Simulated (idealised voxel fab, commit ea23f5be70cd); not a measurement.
Presented below is a process module, voxel fin reveal.
Shown is cross-section cut, with a width of 285 nm and square cells of size 5 nm.
The cross-sections in this document take the form of a grid made of square cells. They are written out as bands, in order from top to bottom. Each band consists of one or more rows of cells.
Per band: top height and bottom height in nm, followed by the left-to-right materials and their widths in nm; "everywhere" marks a single material spanning edge to edge, "empty" marks empty space.
Below 0: as-received wafer, all one material; heights counted from there. Lowest band: no bottom, goes on down, written "from 0 down".
The two numbers in a width such as "30..40" mark its ends across the band: the first belongs to the top row of cells, the second to the bottom row, and from each row to the next the width moves by the same amount.
You'll sometimes find "no modifications" written for a step, and that's the way of saying that nowhere in the cross-section did a cell change during that step.
For the entry "Closed void catalog", the listed items are empty spaces with no open way to the top whose size is 8 cells or more; each item follows the pattern width x height at distance, where distance is from the left edge and all three are in nm.
Where a step's line continues beyond its settings, the continuation is a remark by the simulator itself on that step.
The setting "overlay nm" may be written on the line of a step. When the step uses a mask, the value reports how far to the right of the planned place the mask lay, and a negative value reports that it lay to the left.
Structure of the following material. The material consists of pairs of cross-sections. Each pair comprises the cross-section before one process step and the cross-section after that step, the latter shown only down to the lowest band that changed. The step between the cross-sections is specified beneath each pair, including its settings. Pairs are not necessarily consecutive: they may derive from different runs of this module performed on the same starting wafer. Continuity with the pair above is to be assumed only where the entry headed "Prior state" of the pair in question states it.

### Prior state
from 0 down | Si everywhere
Closed void catalog: none

### Sectional View, Post-Process
from 10 to 0 | SiN everywhere
All layers under 0 are left as they were.
Closed void catalog: none
The before and after cross-sections above are linked by CONFORMAL_DEP,material SiN,thk nm 10

Prior state: The pre-step condition corresponds to the post-step cross-section depicted in the pair directly above.

### Sectional View, Post-Process
from 25 to 10 | aC everywhere
All layers under 10 are left as they were.
Closed void catalog: none
The before and after cross-sections above are linked by DIRECTIONAL_DEP,material aC,thk nm 15

Prior state: The pre-step condition corresponds to the post-step cross-section depicted in the pair directly above.

### Sectional View, Post-Process
from 55 to 25 | 95 empty, then 15 resist, then 25 empty, then 15 resist, then 25 empty, then 15 resist, then 95 empty
All layers under 25 are left as they were.
Closed void catalog: none
The before and after cross-sections above are linked by PATTERN,tone cover,mask id FINS,material resist,width nm 15,pitch nm 40,thk nm 30,overlay nm 0

Prior state: The pre-step condition corresponds to the post-step cross-section depicted in the pair directly above.

### Sectional View, Post-Process
from 40 to 25 | 95 empty, then 15 resist, then 25 empty, then 15 resist, then 25 empty, then 15 resist, then 95 empty
from 25 to 10 | 95 empty, then 15 aC, then 25 empty, then 15 aC, then 25 empty, then 15 aC, then 95 empty
All layers under 10 are left as they were.
Closed void catalog: none
The before and after cross-sections above are linked by DIRECTIONAL_ETCH,etch materials aC,depth nm 15

Prior state: The pre-step condition corresponds to the post-step cross-section depicted in the pair directly above.

### Sectional View, Post-Process
from 25 to 10 | 95 empty, then 15 aC, then 25 empty, then 15 aC, then 25 empty, then 15 aC, then 95 empty
All layers under 10 are left as they were.
Closed void catalog: none
The before and after cross-sections above are linked by STRIP,etch materials resist

Prior state: The pre-step condition corresponds to the post-step cross-section depicted in the pair directly above.

### Sectional View, Post-Process
from 25 to 10 | 95 empty, then 15 aC, then 25 empty, then 15 aC, then 25 empty, then 15 aC, then 95 empty
from 10 to 0 | 95 empty, then 15 SiN, then 25 empty, then 15 SiN, then 25 empty, then 15 SiN, then 95 empty
All layers under 0 are left as they were.
Closed void catalog: none
The before and after cross-sections above are linked by DIRECTIONAL_ETCH,etch materials SiN,depth nm 10

Prior state: The pre-step condition corresponds to the post-step cross-section depicted in the pair directly above.

### Sectional View, Post-Process
from 25 to 10 | 95 empty, then 15 aC, then 25 empty, then 15 aC, then 25 empty, then 15 aC, then 95 empty
from 10 to 0 | 95 empty, then 15 SiN, then 25 empty, then 15 SiN, then 25 empty, then 15 SiN, then 95 empty
from 0 to -35 | 95 empty, then 15 Si, then 25 empty, then 15 Si, then 25 empty, then 15 Si, then 95 empty
All layers under -35 are left as they were.
Closed void catalog: none
The before and after cross-sections above are linked by DIRECTIONAL_ETCH,etch materials Si,depth nm 35

Prior state: The pre-step condition corresponds to the post-step cross-section depicted in the pair directly above.

### Sectional View, Post-Process
from 10 to 0 | 95 empty, then 15 SiN, then 25 empty, then 15 SiN, then 25 empty, then 15 SiN, then 95 empty
All layers under 0 are left as they were.
Closed void catalog: none
The before and after cross-sections above are linked by STRIP,etch materials aC

Prior state: The pre-step condition corresponds to the post-step cross-section depicted in the pair directly above.

### Sectional View, Post-Process
from 20 to 10 | SiO2 everywhere
from 10 to 0 | 95 SiO2, then 15 SiN, then 25 SiO2, then 15 SiN, then 25 SiO2, then 15 SiN, then 95 SiO2
from 0 to -35 | 95 SiO2, then 15 Si, then 25 SiO2, then 15 Si, then 25 SiO2, then 15 Si, then 95 SiO2
All layers under -35 are left as they were.
Closed void catalog: none
The before and after cross-sections above are linked by FILL_DEP,material SiO2,thk nm 10

Prior state: The pre-step condition corresponds to the post-step cross-section depicted in the pair directly above.

### Sectional View, Post-Process
from 10 to 0 | 95 SiO2, then 15 SiN, then 25 SiO2, then 15 SiN, then 25 SiO2, then 15 SiN, then 95 SiO2
All layers under 0 are left as they were.
Closed void catalog: none
The before and after cross-sections above are linked by CMP,height nm 10

Prior state: The pre-step condition corresponds to the post-step cross-section depicted in the pair directly above.

### Sectional View, Post-Process
from 10 to 0 | 95 empty, then 15 SiN, then 25 empty, then 15 SiN, then 25 empty, then 15 SiN, then 95 empty
from 0 to -10 | 95 empty, then 15 Si, then 25 empty, then 15 Si, then 25 empty, then 15 Si, then 95 empty
All layers under -10 are left as they were.
Closed void catalog: none
The before and after cross-sections above are linked by SELECTIVE_ETCH,etch materials SiO2,depth nm 20

Prior state: The pre-step condition corresponds to the post-step cross-section depicted in the pair directly above.

### Sectional View, Post-Process
from 0 to -10 | 95 empty, then 15 Si, then 25 empty, then 15 Si, then 25 empty, then 15 Si, then 95 empty
All layers under -10 are left as they were.
Closed void catalog: none
The before and after cross-sections above are linked by STRIP,etch materials SiN

Prior state: The pre-step condition corresponds to the post-step cross-section depicted in the pair directly above.

### Sectional View, Post-Process
from 5 to 0 | 90 empty, then 25 HfO2, then 15 empty, then 25 HfO2, then 15 empty, then 25 HfO2, then 90 empty
from 0 to -5 | 90 empty, then 5 HfO2, then 15 Si, then 5 HfO2, then 15 empty, then 5 HfO2, then 15 Si, then 5 HfO2, then 15 empty, then 5 HfO2, then 15 Si, then 5 HfO2, then 90 empty
from -5 to -10 | 95 HfO2, then 15 Si, then 25 HfO2, then 15 Si, then 25 HfO2, then 15 Si, then 95 HfO2
All layers under -10 are left as they were.
Closed void catalog: none
The before and after cross-sections above are linked by CONFORMAL_DEP,material HfO2,thk nm 5

### Prior state
from 25 to 10 | 95 empty, then 15 aC, then 25 empty, then 15 aC, then 25 empty, then 15 aC, then 95 empty
from 10 to 0 | 95 empty, then 15 SiN, then 25 empty, then 15 SiN, then 25 empty, then 15 SiN, then 95 empty
from 0 to -35 | 95 empty, then 15 Si, then 25 empty, then 15 Si, then 25 empty, then 15 Si, then 95 empty
from -35 down | Si everywhere
Closed void catalog: none

### Sectional View, Post-Process
from 25 to 10 | 95 empty, then 15 aC, then 25 empty, then 15 aC, then 25 empty, then 15 aC, then 95 empty
from 10 to 0 | 95 empty, then 15 SiN, then 25 empty, then 15 SiN, then 25 empty, then 15 SiN, then 95 empty
from 0 to -70 | 95 empty, then 15 Si, then 25 empty, then 15 Si, then 25 empty, then 15 Si, then 95 empty
All layers under -70 are left as they were.
Closed void catalog: none
The before and after cross-sections above are linked by DIRECTIONAL_ETCH,etch materials Si,depth nm 35

Prior state: The pre-step condition corresponds to the post-step cross-section depicted in the pair directly above.

### Sectional View, Post-Process
from 10 to 0 | 95 empty, then 15 SiN, then 25 empty, then 15 SiN, then 25 empty, then 15 SiN, then 95 empty
All layers under 0 are left as they were.
Closed void catalog: none
The before and after cross-sections above are linked by STRIP,etch materials aC

Prior state: The pre-step condition corresponds to the post-step cross-section depicted in the pair directly above.

### Sectional View, Post-Process
from 20 to 10 | SiO2 everywhere
from 10 to 0 | 95 SiO2, then 15 SiN, then 25 SiO2, then 15 SiN, then 25 SiO2, then 15 SiN, then 95 SiO2
from 0 to -70 | 95 SiO2, then 15 Si, then 25 SiO2, then 15 Si, then 25 SiO2, then 15 Si, then 95 SiO2
All layers under -70 are left as they were.
Closed void catalog: none
The before and after cross-sections above are linked by FILL_DEP,material SiO2,thk nm 10

Prior state: The pre-step condition corresponds to the post-step cross-section depicted in the pair directly above.

### Sectional View, Post-Process
from 10 to 0 | 95 SiO2, then 15 SiN, then 25 SiO2, then 15 SiN, then 25 SiO2, then 15 SiN, then 95 SiO2
All layers under 0 are left as they were.
Closed void catalog: none
The before and after cross-sections above are linked by CMP,height nm 10

Prior state: The pre-step condition corresponds to the post-step cross-section depicted in the pair directly above.

### Sectional View, Post-Process
from 10 to 0 | 95 empty, then 15 SiN, then 25 empty, then 15 SiN, then 25 empty, then 15 SiN, then 95 empty
from 0 to -10 | 95 empty, then 15 Si, then 25 empty, then 15 Si, then 25 empty, then 15 Si, then 95 empty
All layers under -10 are left as they were.
Closed void catalog: none
The before and after cross-sections above are linked by SELECTIVE_ETCH,etch materials SiO2,depth nm 20

Prior state: The pre-step condition corresponds to the post-step cross-section depicted in the pair directly above.

### Sectional View, Post-Process
from 0 to -10 | 95 empty, then 15 Si, then 25 empty, then 15 Si, then 25 empty, then 15 Si, then 95 empty
All layers under -10 are left as they were.
Closed void catalog: none
The before and after cross-sections above are linked by STRIP,etch materials SiN

Prior state: The pre-step condition corresponds to the post-step cross-section depicted in the pair directly above.

### Sectional View, Post-Process
from 5 to 0 | 90 empty, then 25 HfO2, then 15 empty, then 25 HfO2, then 15 empty, then 25 HfO2, then 90 empty
from 0 to -5 | 90 empty, then 5 HfO2, then 15 Si, then 5 HfO2, then 15 empty, then 5 HfO2, then 15 Si, then 5 HfO2, then 15 empty, then 5 HfO2, then 15 Si, then 5 HfO2, then 90 empty
from -5 to -10 | 95 HfO2, then 15 Si, then 25 HfO2, then 15 Si, then 25 HfO2, then 15 Si, then 95 HfO2
All layers under -10 are left as they were.
Closed void catalog: none
The before and after cross-sections above are linked by CONFORMAL_DEP,material HfO2,thk nm 5

### Prior state
from 10 to 0 | 95 SiO2, then 15 SiN, then 25 SiO2, then 15 SiN, then 25 SiO2, then 15 SiN, then 95 SiO2
from 0 to -35 | 95 SiO2, then 15 Si, then 25 SiO2, then 15 Si, then 25 SiO2, then 15 Si, then 95 SiO2
from -35 down | Si everywhere
Closed void catalog: none

### Sectional View, Post-Process
from 10 to 0 | 95 SiO2, then 15 empty, then 25 SiO2, then 15 empty, then 25 SiO2, then 15 empty, then 95 SiO2
All layers under 0 are left as they were.
Closed void catalog: none
The before and after cross-sections above are linked by STRIP,etch materials SiN

Prior state: The pre-step condition corresponds to the post-step cross-section depicted in the pair directly above.

### Sectional View, Post-Process
from 0 to -10 | 95 empty, then 15 Si, then 25 empty, then 15 Si, then 25 empty, then 15 Si, then 95 empty
from -10 to -20 | 75 SiO2, then 20 empty, then 15 Si, then 25 empty, then 15 Si, then 25 empty, then 15 Si, then 20 empty, then 75 SiO2
All layers under -20 are left as they were.
Closed void catalog: none
The before and after cross-sections above are linked by SELECTIVE_ETCH,etch materials SiO2,depth nm 20

Prior state: The pre-step condition corresponds to the post-step cross-section depicted in the pair directly above.

### Sectional View, Post-Process
from 5 to 0 | 90 empty, then 25 HfO2, then 15 empty, then 25 HfO2, then 15 empty, then 25 HfO2, then 90 empty
from 0 to -5 | 90 empty, then 5 HfO2, then 15 Si, then 5 HfO2, then 15 empty, then 5 HfO2, then 15 Si, then 5 HfO2, then 15 empty, then 5 HfO2, then 15 Si, then 5 HfO2, then 90 empty
from -5 to -10 | 80 HfO2, then 10 empty, then 5 HfO2, then 15 Si, then 5 HfO2, then 15 empty, then 5 HfO2, then 15 Si, then 5 HfO2, then 15 empty, then 5 HfO2, then 15 Si, then 5 HfO2, then 10 empty, then 80 HfO2
from -10 to -15 | 75 SiO2, then 5 HfO2, then 10 empty, then 5 HfO2, then 15 Si, then 5 HfO2, then 15 empty, then 5 HfO2, then 15 Si, then 5 HfO2, then 15 empty, then 5 HfO2, then 15 Si, then 5 HfO2, then 10 empty, then 5 HfO2, then 75 SiO2
from -15 to -20 | 75 SiO2, then 20 HfO2, then 15 Si, then 25 HfO2, then 15 Si, then 25 HfO2, then 15 Si, then 20 HfO2, then 75 SiO2
All layers under -20 are left as they were.
Closed void catalog: none
The before and after cross-sections above are linked by CONFORMAL_DEP,material HfO2,thk nm 5

### Prior state
from 25 to 10 | 95 empty, then 15 aC, then 25 empty, then 15 aC, then 25 empty, then 15 aC, then 95 empty
from 10 to 0 | 95 empty, then 15 SiN, then 25 empty, then 15 SiN, then 25 empty, then 15 SiN, then 95 empty
from 0 down | Si everywhere
Closed void catalog: none

### Sectional View, Post-Process
from 25 to 10 | 95 empty, then 15 aC, then 25 empty, then 15 aC, then 25 empty, then 15 aC, then 95 empty
from 10 to 0 | 95 empty, then 15 SiN, then 25 empty, then 15 SiN, then 25 empty, then 15 SiN, then 95 empty
from 0 to -30 | 95 empty, then 15 Si, then 25 empty, then 15 Si, then 25 empty, then 15 Si, then 95 empty
All layers under -30 are left as they were.
Closed void catalog: none
The before and after cross-sections above are linked by DIRECTIONAL_ETCH,etch materials Si,depth nm 30

Prior state: The pre-step condition corresponds to the post-step cross-section depicted in the pair directly above.

### Sectional View, Post-Process
from 10 to 0 | 95 empty, then 15 SiN, then 25 empty, then 15 SiN, then 25 empty, then 15 SiN, then 95 empty
All layers under 0 are left as they were.
Closed void catalog: none
The before and after cross-sections above are linked by STRIP,etch materials aC

Prior state: The pre-step condition corresponds to the post-step cross-section depicted in the pair directly above.

### Sectional View, Post-Process
from 20 to 10 | SiO2 everywhere
from 10 to 0 | 95 SiO2, then 15 SiN, then 25 SiO2, then 15 SiN, then 25 SiO2, then 15 SiN, then 95 SiO2
from 0 to -30 | 95 SiO2, then 15 Si, then 25 SiO2, then 15 Si, then 25 SiO2, then 15 Si, then 95 SiO2
All layers under -30 are left as they were.
Closed void catalog: none
The before and after cross-sections above are linked by FILL_DEP,material SiO2,thk nm 10

Prior state: The pre-step condition corresponds to the post-step cross-section depicted in the pair directly above.

### Sectional View, Post-Process
from 10 to 0 | 95 SiO2, then 15 SiN, then 25 SiO2, then 15 SiN, then 25 SiO2, then 15 SiN, then 95 SiO2
All layers under 0 are left as they were.
Closed void catalog: none
The before and after cross-sections above are linked by CMP,height nm 10

Prior state: The pre-step condition corresponds to the post-step cross-section depicted in the pair directly above.

### Sectional View, Post-Process
from 10 to 0 | 95 empty, then 15 SiN, then 25 empty, then 15 SiN, then 25 empty, then 15 SiN, then 95 empty
from 0 to -10 | 95 empty, then 15 Si, then 25 empty, then 15 Si, then 25 empty, then 15 Si, then 95 empty
All layers under -10 are left as they were.
Closed void catalog: none
The before and after cross-sections above are linked by SELECTIVE_ETCH,etch materials SiO2,depth nm 20

Prior state: The pre-step condition corresponds to the post-step cross-section depicted in the pair directly above.

### Sectional View, Post-Process
from 0 to -10 | 95 empty, then 15 Si, then 25 empty, then 15 Si, then 25 empty, then 15 Si, then 95 empty
All layers under -10 are left as they were.
Closed void catalog: none
The before and after cross-sections above are linked by STRIP,etch materials SiN

Prior state: The pre-step condition corresponds to the post-step cross-section depicted in the pair directly above.

### Sectional View, Post-Process
from 5 to 0 | 90 empty, then 25 HfO2, then 15 empty, then 25 HfO2, then 15 empty, then 25 HfO2, then 90 empty
from 0 to -5 | 90 empty, then 5 HfO2, then 15 Si, then 5 HfO2, then 15 empty, then 5 HfO2, then 15 Si, then 5 HfO2, then 15 empty, then 5 HfO2, then 15 Si, then 5 HfO2, then 90 empty
from -5 to -10 | 95 HfO2, then 15 Si, then 25 HfO2, then 15 Si, then 25 HfO2, then 15 Si, then 95 HfO2
All layers under -10 are left as they were.
Closed void catalog: none
The before and after cross-sections above are linked by CONFORMAL_DEP,material HfO2,thk nm 5

### Prior state
from 25 to 10 | aC everywhere
from 10 to 0 | SiN everywhere
from 0 down | Si everywhere
Closed void catalog: none

### Sectional View, Post-Process
from 55 to 25 | 95 empty, then 20 resist, then 20 empty, then 20 resist, then 20 empty, then 20 resist, then 90 empty
All layers under 25 are left as they were.
Closed void catalog: none
The before and after cross-sections above are linked by PATTERN,tone cover,mask id FINS,material resist,width nm 20,pitch nm 40,thk nm 30,overlay nm 0

Prior state: The pre-step condition corresponds to the post-step cross-section depicted in the pair directly above.

### Sectional View, Post-Process
from 40 to 25 | 95 empty, then 20 resist, then 20 empty, then 20 resist, then 20 empty, then 20 resist, then 90 empty
from 25 to 10 | 95 empty, then 20 aC, then 20 empty, then 20 aC, then 20 empty, then 20 aC, then 90 empty
All layers under 10 are left as they were.
Closed void catalog: none
The before and after cross-sections above are linked by DIRECTIONAL_ETCH,etch materials aC,depth nm 15

Prior state: The pre-step condition corresponds to the post-step cross-section depicted in the pair directly above.

### Sectional View, Post-Process
from 25 to 10 | 95 empty, then 20 aC, then 20 empty, then 20 aC, then 20 empty, then 20 aC, then 90 empty
All layers under 10 are left as they were.
Closed void catalog: none
The before and after cross-sections above are linked by STRIP,etch materials resist

Prior state: The pre-step condition corresponds to the post-step cross-section depicted in the pair directly above.

### Sectional View, Post-Process
from 25 to 10 | 95 empty, then 20 aC, then 20 empty, then 20 aC, then 20 empty, then 20 aC, then 90 empty
from 10 to 0 | 95 empty, then 20 SiN, then 20 empty, then 20 SiN, then 20 empty, then 20 SiN, then 90 empty
All layers under 0 are left as they were.
Closed void catalog: none
The before and after cross-sections above are linked by DIRECTIONAL_ETCH,etch materials SiN,depth nm 10

Prior state: The pre-step condition corresponds to the post-step cross-section depicted in the pair directly above.

### Sectional View, Post-Process
from 25 to 10 | 95 empty, then 20 aC, then 20 empty, then 20 aC, then 20 empty, then 20 aC, then 90 empty
from 10 to 0 | 95 empty, then 20 SiN, then 20 empty, then 20 SiN, then 20 empty, then 20 SiN, then 90 empty
from 0 to -35 | 95 empty, then 20 Si, then 20 empty, then 20 Si, then 20 empty, then 20 Si, then 90 empty
All layers under -35 are left as they were.
Closed void catalog: none
The before and after cross-sections above are linked by DIRECTIONAL_ETCH,etch materials Si,depth nm 35

Prior state: The pre-step condition corresponds to the post-step cross-section depicted in the pair directly above.

### Sectional View, Post-Process
from 10 to 0 | 95 empty, then 20 SiN, then 20 empty, then 20 SiN, then 20 empty, then 20 SiN, then 90 empty
All layers under 0 are left as they were.
Closed void catalog: none
The before and after cross-sections above are linked by STRIP,etch materials aC

Prior state: The pre-step condition corresponds to the post-step cross-section depicted in the pair directly above.

### Sectional View, Post-Process
from 20 to 10 | SiO2 everywhere
from 10 to 0 | 95 SiO2, then 20 SiN, then 20 SiO2, then 20 SiN, then 20 SiO2, then 20 SiN, then 90 SiO2
from 0 to -35 | 95 SiO2, then 20 Si, then 20 SiO2, then 20 Si, then 20 SiO2, then 20 Si, then 90 SiO2
All layers under -35 are left as they were.
Closed void catalog: none
The before and after cross-sections above are linked by FILL_DEP,material SiO2,thk nm 10

Prior state: The pre-step condition corresponds to the post-step cross-section depicted in the pair directly above.

### Sectional View, Post-Process
from 10 to 0 | 95 SiO2, then 20 SiN, then 20 SiO2, then 20 SiN, then 20 SiO2, then 20 SiN, then 90 SiO2
All layers under 0 are left as they were.
Closed void catalog: none
The before and after cross-sections above are linked by CMP,height nm 10

Prior state: The pre-step condition corresponds to the post-step cross-section depicted in the pair directly above.

### Sectional View, Post-Process
from 10 to 0 | 95 empty, then 20 SiN, then 20 empty, then 20 SiN, then 20 empty, then 20 SiN, then 90 empty
from 0 to -10 | 95 empty, then 20 Si, then 20 empty, then 20 Si, then 20 empty, then 20 Si, then 90 empty
All layers under -10 are left as they were.
Closed void catalog: none
The before and after cross-sections above are linked by SELECTIVE_ETCH,etch materials SiO2,depth nm 20

Prior state: The pre-step condition corresponds to the post-step cross-section depicted in the pair directly above.

### Sectional View, Post-Process
from 0 to -10 | 95 empty, then 20 Si, then 20 empty, then 20 Si, then 20 empty, then 20 Si, then 90 empty
All layers under -10 are left as they were.
Closed void catalog: none
The before and after cross-sections above are linked by STRIP,etch materials SiN

Prior state: The pre-step condition corresponds to the post-step cross-section depicted in the pair directly above.

### Sectional View, Post-Process
from 5 to 0 | 90 empty, then 30 HfO2, then 10 empty, then 30 HfO2, then 10 empty, then 30 HfO2, then 85 empty
from 0 to -5 | 90 empty, then 5 HfO2, then 20 Si, then 5 HfO2, then 10 empty, then 5 HfO2, then 20 Si, then 5 HfO2, then 10 empty, then 5 HfO2, then 20 Si, then 5 HfO2, then 85 empty
from -5 to -10 | 95 HfO2, then 20 Si, then 20 HfO2, then 20 Si, then 20 HfO2, then 20 Si, then 90 HfO2
All layers under -10 are left as they were.
Closed void catalog: none
The before and after cross-sections above are linked by CONFORMAL_DEP,material HfO2,thk nm 5

### Prior state
from 25 to 10 | aC everywhere
from 10 to 0 | SiN everywhere
from 0 down | Si everywhere
Closed void catalog: none

### Sectional View, Post-Process
from 55 to 25 | 90 empty, then 15 resist, then 25 empty, then 15 resist, then 25 empty, then 15 resist, then 100 empty
All layers under 25 are left as they were.
Closed void catalog: none
The before and after cross-sections above are linked by PATTERN,tone cover,mask id FINS,material resist,width nm 15,pitch nm 40,thk nm 30,overlay nm -5

Prior state: The pre-step condition corresponds to the post-step cross-section depicted in the pair directly above.

### Sectional View, Post-Process
from 40 to 25 | 90 empty, then 15 resist, then 25 empty, then 15 resist, then 25 empty, then 15 resist, then 100 empty
from 25 to 10 | 90 empty, then 15 aC, then 25 empty, then 15 aC, then 25 empty, then 15 aC, then 100 empty
All layers under 10 are left as they were.
Closed void catalog: none
The before and after cross-sections above are linked by DIRECTIONAL_ETCH,etch materials aC,depth nm 15

Prior state: The pre-step condition corresponds to the post-step cross-section depicted in the pair directly above.

### Sectional View, Post-Process
from 25 to 10 | 90 empty, then 15 aC, then 25 empty, then 15 aC, then 25 empty, then 15 aC, then 100 empty
All layers under 10 are left as they were.
Closed void catalog: none
The before and after cross-sections above are linked by STRIP,etch materials resist

Prior state: The pre-step condition corresponds to the post-step cross-section depicted in the pair directly above.

### Sectional View, Post-Process
from 25 to 10 | 90 empty, then 15 aC, then 25 empty, then 15 aC, then 25 empty, then 15 aC, then 100 empty
from 10 to 0 | 90 empty, then 15 SiN, then 25 empty, then 15 SiN, then 25 empty, then 15 SiN, then 100 empty
All layers under 0 are left as they were.
Closed void catalog: none
The before and after cross-sections above are linked by DIRECTIONAL_ETCH,etch materials SiN,depth nm 10

Prior state: The pre-step condition corresponds to the post-step cross-section depicted in the pair directly above.

### Sectional View, Post-Process
from 25 to 10 | 90 empty, then 15 aC, then 25 empty, then 15 aC, then 25 empty, then 15 aC, then 100 empty
from 10 to 0 | 90 empty, then 15 SiN, then 25 empty, then 15 SiN, then 25 empty, then 15 SiN, then 100 empty
from 0 to -35 | 90 empty, then 15 Si, then 25 empty, then 15 Si, then 25 empty, then 15 Si, then 100 empty
All layers under -35 are left as they were.
Closed void catalog: none
The before and after cross-sections above are linked by DIRECTIONAL_ETCH,etch materials Si,depth nm 35

Prior state: The pre-step condition corresponds to the post-step cross-section depicted in the pair directly above.

### Sectional View, Post-Process
from 10 to 0 | 90 empty, then 15 SiN, then 25 empty, then 15 SiN, then 25 empty, then 15 SiN, then 100 empty
All layers under 0 are left as they were.
Closed void catalog: none
The before and after cross-sections above are linked by STRIP,etch materials aC

Prior state: The pre-step condition corresponds to the post-step cross-section depicted in the pair directly above.

### Sectional View, Post-Process
from 20 to 10 | SiO2 everywhere
from 10 to 0 | 90 SiO2, then 15 SiN, then 25 SiO2, then 15 SiN, then 25 SiO2, then 15 SiN, then 100 SiO2
from 0 to -35 | 90 SiO2, then 15 Si, then 25 SiO2, then 15 Si, then 25 SiO2, then 15 Si, then 100 SiO2
All layers under -35 are left as they were.
Closed void catalog: none
The before and after cross-sections above are linked by FILL_DEP,material SiO2,thk nm 10

Prior state: The pre-step condition corresponds to the post-step cross-section depicted in the pair directly above.

### Sectional View, Post-Process
from 10 to 0 | 90 SiO2, then 15 SiN, then 25 SiO2, then 15 SiN, then 25 SiO2, then 15 SiN, then 100 SiO2
All layers under 0 are left as they were.
Closed void catalog: none
The before and after cross-sections above are linked by CMP,height nm 10

Prior state: The pre-step condition corresponds to the post-step cross-section depicted in the pair directly above.

### Sectional View, Post-Process
from 10 to 0 | 90 empty, then 15 SiN, then 25 empty, then 15 SiN, then 25 empty, then 15 SiN, then 100 empty
from 0 to -10 | 90 empty, then 15 Si, then 25 empty, then 15 Si, then 25 empty, then 15 Si, then 100 empty
All layers under -10 are left as they were.
Closed void catalog: none
The before and after cross-sections above are linked by SELECTIVE_ETCH,etch materials SiO2,depth nm 20

Prior state: The pre-step condition corresponds to the post-step cross-section depicted in the pair directly above.

### Sectional View, Post-Process
from 0 to -10 | 90 empty, then 15 Si, then 25 empty, then 15 Si, then 25 empty, then 15 Si, then 100 empty
All layers under -10 are left as they were.
Closed void catalog: none
The before and after cross-sections above are linked by STRIP,etch materials SiN

Prior state: The pre-step condition corresponds to the post-step cross-section depicted in the pair directly above.

### Sectional View, Post-Process
from 5 to 0 | 85 empty, then 25 HfO2, then 15 empty, then 25 HfO2, then 15 empty, then 25 HfO2, then 95 empty
from 0 to -5 | 85 empty, then 5 HfO2, then 15 Si, then 5 HfO2, then 15 empty, then 5 HfO2, then 15 Si, then 5 HfO2, then 15 empty, then 5 HfO2, then 15 Si, then 5 HfO2, then 95 empty
from -5 to -10 | 90 HfO2, then 15 Si, then 25 HfO2, then 15 Si, then 25 HfO2, then 15 Si, then 100 HfO2
All layers under -10 are left as they were.
Closed void catalog: none
The before and after cross-sections above are linked by CONFORMAL_DEP,material HfO2,thk nm 5

### Prior state
from 0 to -10 | 95 empty, then 15 Si, then 25 empty, then 15 Si, then 25 empty, then 15 Si, then 95 empty
from -10 to -35 | 95 SiO2, then 15 Si, then 25 SiO2, then 15 Si, then 25 SiO2, then 15 Si, then 95 SiO2
from -35 down | Si everywhere
Closed void catalog: none

### Sectional View, Post-Process
from 5 to 0 | 90 empty, then 25 SiN, then 15 empty, then 25 SiN, then 15 empty, then 25 SiN, then 90 empty
from 0 to -5 | 90 empty, then 5 SiN, then 15 Si, then 5 SiN, then 15 empty, then 5 SiN, then 15 Si, then 5 SiN, then 15 empty, then 5 SiN, then 15 Si, then 5 SiN, then 90 empty
from -5 to -10 | 95 SiN, then 15 Si, then 25 SiN, then 15 Si, then 25 SiN, then 15 Si, then 95 SiN
All layers under -10 are left as they were.
Closed void catalog: none
The before and after cross-sections above are linked by CONFORMAL_DEP,material SiN,thk nm 5

### Prior state
from 25 to 10 | aC everywhere
from 10 to 0 | SiN everywhere
from 0 down | Si everywhere
Closed void catalog: none

### Sectional View, Post-Process
from 55 to 25 | 95 resist, then 15 empty, then 25 resist, then 15 empty, then 25 resist, then 15 empty, then 95 resist
All layers under 25 are left as they were.
Closed void catalog: none
The before and after cross-sections above are linked by PATTERN,tone open,mask id FINS,material resist,width nm 15,pitch nm 40,thk nm 30,overlay nm 0

Prior state: The pre-step condition corresponds to the post-step cross-section depicted in the pair directly above.

### Sectional View, Post-Process
from 40 to 25 | 95 resist, then 15 empty, then 25 resist, then 15 empty, then 25 resist, then 15 empty, then 95 resist
from 25 to 10 | 95 aC, then 15 empty, then 25 aC, then 15 empty, then 25 aC, then 15 empty, then 95 aC
All layers under 10 are left as they were.
Closed void catalog: none
The before and after cross-sections above are linked by DIRECTIONAL_ETCH,etch materials aC,depth nm 15

Prior state: The pre-step condition corresponds to the post-step cross-section depicted in the pair directly above.

### Sectional View, Post-Process
from 25 to 10 | 95 aC, then 15 empty, then 25 aC, then 15 empty, then 25 aC, then 15 empty, then 95 aC
All layers under 10 are left as they were.
Closed void catalog: none
The before and after cross-sections above are linked by STRIP,etch materials resist

Prior state: The pre-step condition corresponds to the post-step cross-section depicted in the pair directly above.

### Sectional View, Post-Process
from 25 to 10 | 95 aC, then 15 empty, then 25 aC, then 15 empty, then 25 aC, then 15 empty, then 95 aC
from 10 to 0 | 95 SiN, then 15 empty, then 25 SiN, then 15 empty, then 25 SiN, then 15 empty, then 95 SiN
All layers under 0 are left as they were.
Closed void catalog: none
The before and after cross-sections above are linked by DIRECTIONAL_ETCH,etch materials SiN,depth nm 10

Prior state: The pre-step condition corresponds to the post-step cross-section depicted in the pair directly above.

### Sectional View, Post-Process
from 25 to 10 | 95 aC, then 15 empty, then 25 aC, then 15 empty, then 25 aC, then 15 empty, then 95 aC
from 10 to 0 | 95 SiN, then 15 empty, then 25 SiN, then 15 empty, then 25 SiN, then 15 empty, then 95 SiN
from 0 to -35 | 95 Si, then 15 empty, then 25 Si, then 15 empty, then 25 Si, then 15 empty, then 95 Si
All layers under -35 are left as they were.
Closed void catalog: none
The before and after cross-sections above are linked by DIRECTIONAL_ETCH,etch materials Si,depth nm 35

Prior state: The pre-step condition corresponds to the post-step cross-section depicted in the pair directly above.

### Sectional View, Post-Process
from 10 to 0 | 95 SiN, then 15 empty, then 25 SiN, then 15 empty, then 25 SiN, then 15 empty, then 95 SiN
All layers under 0 are left as they were.
Closed void catalog: none
The before and after cross-sections above are linked by STRIP,etch materials aC

Prior state: The pre-step condition corresponds to the post-step cross-section depicted in the pair directly above.

### Sectional View, Post-Process
from 20 to 10 | SiO2 everywhere
from 10 to 0 | 95 SiN, then 15 SiO2, then 25 SiN, then 15 SiO2, then 25 SiN, then 15 SiO2, then 95 SiN
from 0 to -35 | 95 Si, then 15 SiO2, then 25 Si, then 15 SiO2, then 25 Si, then 15 SiO2, then 95 Si
All layers under -35 are left as they were.
Closed void catalog: none
The before and after cross-sections above are linked by FILL_DEP,material SiO2,thk nm 10

Prior state: The pre-step condition corresponds to the post-step cross-section depicted in the pair directly above.

### Sectional View, Post-Process
from 10 to 0 | 95 SiN, then 15 SiO2, then 25 SiN, then 15 SiO2, then 25 SiN, then 15 SiO2, then 95 SiN
All layers under 0 are left as they were.
Closed void catalog: none
The before and after cross-sections above are linked by CMP,height nm 10
